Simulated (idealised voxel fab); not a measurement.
A process module follows: voxel wiring stack.
cross-section cut | 220 nm wide | cells 5 nm
We lay out every cross-section as a grid of square cells and spell it out in bands from the top down, where one band means one or more rows of cells. Band entry format. Leading values: height of top, height of bottom, nm. Remainder: materials in left-to-right order, each with its width in nm. Special words: "throughout" on a single material, which then fills the band edge to edge; "blank", empty space. Below 0: as-received wafer, all one material; heights counted from there. Lowest band: no bottom, goes on down, written "0 nm and below". Width: "30 to 40" (first number = top row, second number = bottom row, same change from row to row of cells). Key: "identical to before" - step with no changed cell in the cross-section. In the "Internal closed voids" entry, you get each enclosed empty space of 8 cells or more, one with no open way to the top, written width x height at distance, distance from the left edge, in nm. Heads up: the bit after the settings on a step's line is the simulator's remark on that step. Steps that use a mask can have "overlay nm" on their line. It says how far the mask sat to the right of where it was meant to be. Negative means to the left.

**Steps in the process plan**
1. RECEIVE | material Si
2. CONFORMAL_DEP | material SiO2 | thk nm 15
3. CONFORMAL_DEP | material SiN | thk nm 5
4. DIRECTIONAL_DEP | material SiO2 | thk nm 25
5. MASKED_ETCH | tone open | mask id METAL_1 | width nm 25 | pitch nm 45 | etch materials SiO2 | depth nm 25 | overlay nm 0
6. MASKED_ETCH | tone open | mask id METAL_1 | width nm 25 | pitch nm 45 | etch materials SiN | depth nm 5 | overlay nm 0
7. CONFORMAL_DEP | material TiN | thk nm 5
8. FILL_DEP | material Cu | thk nm 10
9. CMP | height nm 45
10. CONFORMAL_DEP | material SiCN | thk nm 5
11. DIRECTIONAL_DEP | material SiO2 | thk nm 15
12. MASKED_ETCH | tone open | mask id PLUG_1 | width nm 15 | pitch nm 45 | etch materials SiO2 | depth nm 15 | overlay nm 0
13. MASKED_ETCH | tone open | mask id PLUG_1 | width nm 15 | pitch nm 45 | etch materials SiCN | depth nm 5 | overlay nm 0
14. EPI | material Ru | thk nm 10
15. EPI | material Ru | thk nm 10
16. CONFORMAL_DEP | material SiN | thk nm 5
17. DIRECTIONAL_DEP | material lowk | thk nm 20
18. PATTERN | tone open | mask id METAL_2 | material resist | width nm 25 | pitch nm 45 | thk nm 20 | overlay nm 0
19. DIRECTIONAL_ETCH | etch materials lowk | depth nm 20
20. DIRECTIONAL_ETCH | etch materials SiN | depth nm 5
21. STRIP | etch materials resist
22. CONFORMAL_DEP | material TiN | thk nm 5
23. FILL_DEP | material Cu | thk nm 10
24. CMP | height nm 90
25. CONFORMAL_DEP | material SiCN | thk nm 5
26. DIRECTIONAL_DEP | material SiO2 | thk nm 30
27. MASKED_ETCH | tone open | mask id METAL_3_HOLES | width nm 15 | pitch nm 45 | etch materials SiO2 | depth nm 30 | overlay nm 0
28. MASKED_ETCH | tone open | mask id METAL_3 | width nm 25 | pitch nm 45 | etch materials SiO2 | depth nm 20 | overlay nm 0
29. MASKED_ETCH | tone open | mask id METAL_3 | width nm 25 | pitch nm 45 | etch materials SiCN | depth nm 5 | overlay nm 0
30. CONFORMAL_DEP | material TiN | thk nm 5
31. FILL_DEP | material Cu | thk nm 10
32. CMP | height nm 125
33. CONFORMAL_DEP | material SiCN | thk nm 5
34. DIRECTIONAL_DEP | material lowk | thk nm 25
35. MASKED_ETCH | tone open | mask id METAL_4_HOLES | width nm 15 | pitch nm 90 | etch materials lowk | depth nm 25 | overlay nm 0
36. PATTERN | tone open | mask id METAL_4 | material resist | width nm 25 | pitch nm 45 | thk nm 20 | overlay nm 0
37. DIRECTIONAL_ETCH | etch materials lowk | depth nm 15
38. DIRECTIONAL_ETCH | etch materials SiCN | depth nm 5
39. STRIP | etch materials resist
40. CONFORMAL_DEP | material TiN | thk nm 5
41. FILL_DEP | material Cu | thk nm 10
42. CMP | height nm 155
43. CONFORMAL_DEP | material SiCN | thk nm 5

**Received-state cross-section, reflecting completion of step 1**
> 0 nm and below: Si throughout
> Internal closed voids: none

**Cross-section: first of two wafers, module finished, run according to plan**
> 160 nm to 155 nm: SiCN throughout
> 155 nm to 145 nm: 50 lowk, then 5 TiN, then 15 Cu, then 5 TiN, then 20 lowk, then 5 TiN, then 15 Cu, then 5 TiN, then 20 lowk, then 5 TiN, then 15 Cu, then 5 TiN, then 55 lowk
> 145 nm to 140 nm: 50 lowk, then 5 TiN, then 5 Cu, then 15 TiN, then 20 lowk, then 25 TiN, then 20 lowk, then 5 TiN, then 5 Cu, then 15 TiN, then 55 lowk
> 140 nm to 130 nm: 50 lowk, then 5 TiN, then 5 Cu, then 5 TiN, then 75 lowk, then 5 TiN, then 5 Cu, then 5 TiN, then 65 lowk
> 130 nm to 125 nm: 50 SiCN, then 15 TiN, then 75 SiCN, then 15 TiN, then 65 SiCN
> 125 nm to 110 nm: 50 SiO2, then 5 TiN, then 15 Cu, then 5 TiN, then 20 SiO2, then 5 TiN, then 15 Cu, then 5 TiN, then 20 SiO2, then 5 TiN, then 15 Cu, then 5 TiN, then 55 SiO2
> 110 nm to 105 nm: 50 SiO2, then 5 TiN, then 5 Cu, then 15 TiN, then 20 SiO2, then 5 TiN, then 5 Cu, then 15 TiN, then 20 SiO2, then 5 TiN, then 5 Cu, then 15 TiN, then 55 SiO2
> 105 nm to 95 nm: 50 SiO2, then 5 TiN, then 5 Cu, then 5 TiN, then 30 SiO2, then 5 TiN, then 5 Cu, then 5 TiN, then 30 SiO2, then 5 TiN, then 5 Cu, then 5 TiN, then 65 SiO2
> 95 nm to 90 nm: 50 SiCN, then 15 TiN, then 30 SiCN, then 15 TiN, then 30 SiCN, then 15 TiN, then 65 SiCN
> 90 nm to 70 nm: 50 lowk, then 5 TiN, then 15 Cu, then 5 TiN, then 20 lowk, then 5 TiN, then 15 Cu, then 5 TiN, then 20 lowk, then 5 TiN, then 15 Cu, then 5 TiN, then 55 lowk
> 70 nm to 65 nm: 50 SiN, then 25 TiN, then 20 SiN, then 25 TiN, then 20 SiN, then 25 TiN, then 55 SiN
> 65 nm to 50 nm: 50 SiO2, then 15 Ru, then 30 SiO2, then 15 Ru, then 30 SiO2, then 15 Ru, then 65 SiO2
> 50 nm to 45 nm: 50 SiCN, then 15 Ru, then 30 SiCN, then 15 Ru, then 30 SiCN, then 15 Ru, then 65 SiCN
> 45 nm to 20 nm: 50 SiO2, then 5 TiN, then 15 Cu, then 5 TiN, then 20 SiO2, then 5 TiN, then 15 Cu, then 5 TiN, then 20 SiO2, then 5 TiN, then 15 Cu, then 5 TiN, then 55 SiO2
> 20 nm to 15 nm: 50 SiN, then 25 TiN, then 20 SiN, then 25 TiN, then 20 SiN, then 25 TiN, then 55 SiN
> 15 nm to 0 nm: SiO2 throughout
> 0 nm and below: Si throughout
> Internal closed voids: none

**Cross-section, second wafer: same start as the first, same plan as the first, one mistake in running it; taken at the end of the module**
> 160 nm to 155 nm: SiCN throughout
> 155 nm to 145 nm: 50 lowk, then 5 TiN, then 15 Cu, then 5 TiN, then 20 lowk, then 5 TiN, then 15 Cu, then 5 TiN, then 20 lowk, then 5 TiN, then 15 Cu, then 5 TiN, then 55 lowk
> 145 nm to 140 nm: 50 lowk, then 5 TiN, then 5 Cu, then 15 TiN, then 20 lowk, then 25 TiN, then 20 lowk, then 5 TiN, then 5 Cu, then 15 TiN, then 55 lowk
> 140 nm to 130 nm: 50 lowk, then 5 TiN, then 5 Cu, then 5 TiN, then 75 lowk, then 5 TiN, then 5 Cu, then 5 TiN, then 65 lowk
> 130 nm to 125 nm: 50 SiCN, then 15 TiN, then 75 SiCN, then 15 TiN, then 65 SiCN
> 125 nm to 110 nm: 50 SiO2, then 5 TiN, then 15 Cu, then 5 TiN, then 20 SiO2, then 5 TiN, then 15 Cu, then 5 TiN, then 20 SiO2, then 5 TiN, then 15 Cu, then 5 TiN, then 55 SiO2
> 110 nm to 105 nm: 50 SiO2, then 5 TiN, then 5 Cu, then 15 TiN, then 20 SiO2, then 5 TiN, then 5 Cu, then 15 TiN, then 20 SiO2, then 5 TiN, then 5 Cu, then 15 TiN, then 55 SiO2
> 105 nm to 95 nm: 50 SiO2, then 5 TiN, then 5 Cu, then 5 TiN, then 30 SiO2, then 5 TiN, then 5 Cu, then 5 TiN, then 30 SiO2, then 5 TiN, then 5 Cu, then 5 TiN, then 65 SiO2
> 95 nm to 90 nm: 50 SiCN, then 15 TiN, then 30 SiCN, then 15 TiN, then 30 SiCN, then 15 TiN, then 65 SiCN
> 90 nm to 70 nm: 50 lowk, then 5 TiN, then 15 Cu, then 5 TiN, then 20 lowk, then 5 TiN, then 15 Cu, then 5 TiN, then 20 lowk, then 5 TiN, then 15 Cu, then 5 TiN, then 55 lowk
> 70 nm to 65 nm: 50 SiN, then 25 TiN, then 20 SiN, then 25 TiN, then 20 SiN, then 25 TiN, then 55 SiN
> 65 nm to 50 nm: 50 SiO2, then 15 Ru, then 30 SiO2, then 15 Ru, then 30 SiO2, then 15 Ru, then 65 SiO2
> 50 nm to 45 nm: 50 SiCN, then 10 Ru, then 35 SiCN, then 10 Ru, then 35 SiCN, then 10 Ru, then 70 SiCN
> 45 nm to 20 nm: 50 SiO2, then 5 TiN, then 15 Cu, then 5 TiN, then 20 SiO2, then 5 TiN, then 15 Cu, then 5 TiN, then 20 SiO2, then 5 TiN, then 15 Cu, then 5 TiN, then 55 SiO2
> 20 nm to 15 nm: 50 SiN, then 25 TiN, then 20 SiN, then 25 TiN, then 20 SiN, then 25 TiN, then 55 SiN
> 15 nm to 0 nm: SiO2 throughout
> 0 nm and below: Si throughout
> Internal closed voids: none
What was the processing mistake? step 13 ran with different settings than intended, the actual operation and settings being MASKED_ETCH | tone open | mask id PLUG_1 | width nm 15 | pitch nm 45 | etch materials SiCN | depth nm 5 | overlay nm -5
End check, counted in cells, second wafer has more or fewer of these materials than the first: -3 Ru | +3 SiCN
